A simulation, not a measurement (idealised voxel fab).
process module | voxel capacitor over wiring
cross-section cut | 270 nm wide | cells 5 nm
A cross-section is a grid of square cells, given in bands from the top down. A band is one or more rows of cells.
Each band's line starts with the height of the band's top and of its bottom, in nm. Then come its materials from left to right, each with its width in nm. One material with "throughout" fills the band from edge to edge. "air" is empty space.
Height 0 is the level under which the wafer as received is all one material. The lowest band goes on downwards, as in "0 down".
A width such as "30 to 40" changes by the same amount from each row of cells to the next, from the band's top row to its bottom row.
"no change" after a step means that no cell of the cross-section changed.
closed voids: empty space of 8 cells or more with no open way to the top, each as width x height at its distance from the left edge, in nm
after a step's settings: what the simulator itself notes on the step
overlay nm, on a step with a mask: how far to the right of its planned place the mask lay; to the left if negative
plan
1 op RECEIVE | material Si
2 op CONFORMAL_DEP | material SiO2 | thk nm 15
3 op CONFORMAL_DEP | material SiN | thk nm 5
4 op DIRECTIONAL_DEP | material lowk | thk nm 15
5 op PATTERN | tone open | mask id METAL_1 | material resist | width nm 25 | pitch nm 85 | thk nm 15 | overlay nm 0
6 op DIRECTIONAL_ETCH | etch materials lowk | depth nm 15
7 op DIRECTIONAL_ETCH | etch materials SiN | depth nm 5
8 op STRIP | etch materials resist
9 op CONFORMAL_DEP | material TiN | thk nm 5
10 op FILL_DEP | material Cu | thk nm 10
11 op CMP | height nm 35
12 op CONFORMAL_DEP | material SiCN | thk nm 5
13 op DIRECTIONAL_DEP | material lowk | thk nm 20
14 op PATTERN | tone open | mask id PLUG_1 | material resist | width nm 15 | thk nm 15 | overlay nm 0
15 op DIRECTIONAL_ETCH | etch materials lowk | depth nm 20
16 op DIRECTIONAL_ETCH | etch materials SiCN | depth nm 5
17 op STRIP | etch materials resist
18 op EPI | material Ru | thk nm 10
19 op EPI | material Ru | thk nm 10
20 op EPI | material Ru | thk nm 5
21 op DIRECTIONAL_DEP | material TiN | thk nm 5
22 op DIRECTIONAL_DEP | material HfO2 | thk nm 5
23 op DIRECTIONAL_DEP | material TiN | thk nm 10
24 op DIRECTIONAL_DEP | material aC | thk nm 10
25 op PATTERN | tone cover | mask id UPPER_PLATE | material resist | width nm 65 | thk nm 30 | overlay nm 0
26 op DIRECTIONAL_ETCH | etch materials aC | depth nm 10
27 op STRIP | etch materials resist
28 op DIRECTIONAL_ETCH | etch materials TiN | depth nm 10
29 op DIRECTIONAL_ETCH | etch materials HfO2 | depth nm 5
30 op STRIP | etch materials aC
31 op DIRECTIONAL_DEP | material aC | thk nm 15
32 op PATTERN | tone cover | mask id LOWER_PLATE | material resist | width nm 75 | thk nm 35 | overlay nm 0
33 op DIRECTIONAL_ETCH | etch materials aC | depth nm 15
34 op STRIP | etch materials resist
35 op DIRECTIONAL_ETCH | etch materials TiN | depth nm 5
36 op STRIP | etch materials aC
37 op FILL_DEP | material SiO2 | thk nm 20
38 op CMP | height nm 95
39 op DIRECTIONAL_DEP | material aC | thk nm 10
40 op PATTERN | tone open | mask id PLUG_2 | material resist | width nm 15 | thk nm 25 | overlay nm 0
41 op DIRECTIONAL_ETCH | etch materials aC | depth nm 10
42 op STRIP | etch materials resist
43 op DIRECTIONAL_ETCH | etch materials SiO2 | depth nm 15
44 op STRIP | etch materials aC
45 op CONFORMAL_DEP | material TiN | thk nm 5
46 op FILL_DEP | material Cu | thk nm 5
47 op CMP | height nm 95
48 op CONFORMAL_DEP | material SiCN | thk nm 5
as received, after step 1
  0 down: Si throughout
  closed voids: none
a wafer at the end: this start, this plan, one mistake
  100 to 95: SiCN throughout
  95 to 85: SiO2 100 | TiN 5 | Cu 5 | TiN 5 | SiO2 155
  85 to 80: SiO2 100 | TiN 15 | SiO2 155
  80 to 70: SiO2 105 | TiN 50 | SiO2 115
  70 to 65: SiO2 105 | HfO2 50 | SiO2 115
  65 to 60: SiO2 85 | TiN 5 | SiO2 15 | TiN 55 | SiO2 110
  60 to 55: lowk 90 | SiO2 15 | lowk 165
  55 to 45: lowk 90 | TiN 15 | lowk 165
  45 to 40: lowk 90 | HfO2 15 | lowk 165
  40 to 35: SiCN 90 | TiN 15 | SiCN 165
  35 to 20: Cu 75 | TiN 5 | lowk 25 | TiN 5 | Cu 50 | TiN 5 | lowk 25 | TiN 5 | Cu 75
  20 to 15: TiN 80 | SiN 25 | TiN 60 | SiN 25 | TiN 80
  15 to 0: SiO2 throughout
  0 down: Si throughout
  closed voids: none
what went wrong: step 5 ran as: op PATTERN | tone cover | mask id METAL_1 | material resist | width nm 25 | pitch nm 85 | thk nm 15 | overlay nm 0
